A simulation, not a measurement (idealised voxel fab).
Presented below is a process module, voxel self aligned vias.
It is cross-section cut that appears here, measuring 295 nm in width, its square cells being 5 nm in size.
Cross-section spec: square-cell grid; bands listed top down; each band is one or more rows.
A band entry consists of two parts. The first gives the height of the band's top and the height of its bottom, in nm. The rest lists the band's materials from left to right, each with its width in nm. A single material labelled with the word "all across" fills the band from edge to edge, and the word "air" marks empty space.
Height 0 is the level under which the wafer as received is all one material. The lowest band goes on downwards, as in "from 0 down".
The notation "30..40" denotes a width that varies across the rows of cells in the band, beginning at the first number in the top row, finishing at the second number in the bottom row, and changing by an identical amount from each row to the next.
The designation "no alterations made", where it is given for a processing step, indicates that no cell of the cross-section was altered in the course of that step.
"Closed voids list" means: voids of 8 cells or more that are shut off from the top with no open way through. Written width x height at distance, distance from the left edge, in nm.
Anything after a step's settings on that line? It's the simulator's own note about the step.
Steps that use a mask can have "overlay nm" on their line. It says how far the mask sat to the right of where it was meant to be. Negative means to the left.
This section lists the process steps that were planned
| 1 | RECEIVE: material Si |
| 2 | CONFORMAL_DEP: material SiO2, thk nm 10 |
| 3 | CONFORMAL_DEP: material SiCN, thk nm 5 |
| 4 | DIRECTIONAL_DEP: material lowk, thk nm 30 |
| 5 | DIRECTIONAL_DEP: material aC, thk nm 10 |
| 6 | PATTERN: tone open, mask id LINES, material resist, width nm 20, pitch nm 55, thk nm 25, overlay nm 0 |
| 7 | DIRECTIONAL_ETCH: etch materials aC, depth nm 10 |
| 8 | STRIP: etch materials resist |
| 9 | DIRECTIONAL_ETCH: etch materials lowk, depth nm 30 |
| 10 | STRIP: etch materials aC |
| 11 | CONFORMAL_DEP: material TiN, thk nm 5 |
| 12 | FILL_DEP: material Ru, thk nm 5 |
| 13 | CMP: height nm 45 |
| 14 | SELECTIVE_ETCH: etch materials W Ru TiN, depth nm 5 |
| 15 | FILL_DEP: material SiN, thk nm 5 |
| 16 | CMP: height nm 45 |
| 17 | DIRECTIONAL_DEP: material lowk, thk nm 15 |
| 18 | DIRECTIONAL_DEP: material aC, thk nm 15 |
| 19 | PATTERN: tone open, mask id VIAS, material resist, width nm 30, thk nm 30, overlay nm 0 |
| 20 | DIRECTIONAL_ETCH: etch materials aC, depth nm 15 |
| 21 | STRIP: etch materials resist |
| 22 | DIRECTIONAL_ETCH: etch materials lowk, depth nm 15 |
| 23 | DIRECTIONAL_ETCH: etch materials SiN, depth nm 5 |
| 24 | STRIP: etch materials aC |
| 25 | CONFORMAL_DEP: material TiN, thk nm 5 |
| 26 | FILL_DEP: material Cu, thk nm 5 |
| 27 | CMP: height nm 60 |
| 28 | CONFORMAL_DEP: material SiN, thk nm 5 |
Cross-section of the wafer at receipt, which is the condition after step 1
from 0 down: Si all across
Closed voids list: none
Module complete, cross-section. Starting point and plan per above. One mistake made in running the module
from 65 to 60: SiN all across
from 60 to 45: 105 lowk / 5 TiN / 20 Cu / 5 TiN / 160 lowk
from 45 to 40: 105 SiN / 30 TiN / 160 SiN
from 40 to 35: 115 TiN / 10 Ru / 45 TiN / 10 Ru / 115 TiN
from 35 to 10: 110 lowk / 5 TiN / 10 Ru / 5 TiN / 35 lowk / 5 TiN / 10 Ru / 5 TiN / 110 lowk
from 10 to 5: 110 lowk / 20 TiN / 35 lowk / 20 TiN / 110 lowk
from 5 to 0: SiCN all across
from 0 down: Si all across
Closed voids list: none
So what did we get wrong on this run? plan step 2 was not performed, having been skipped
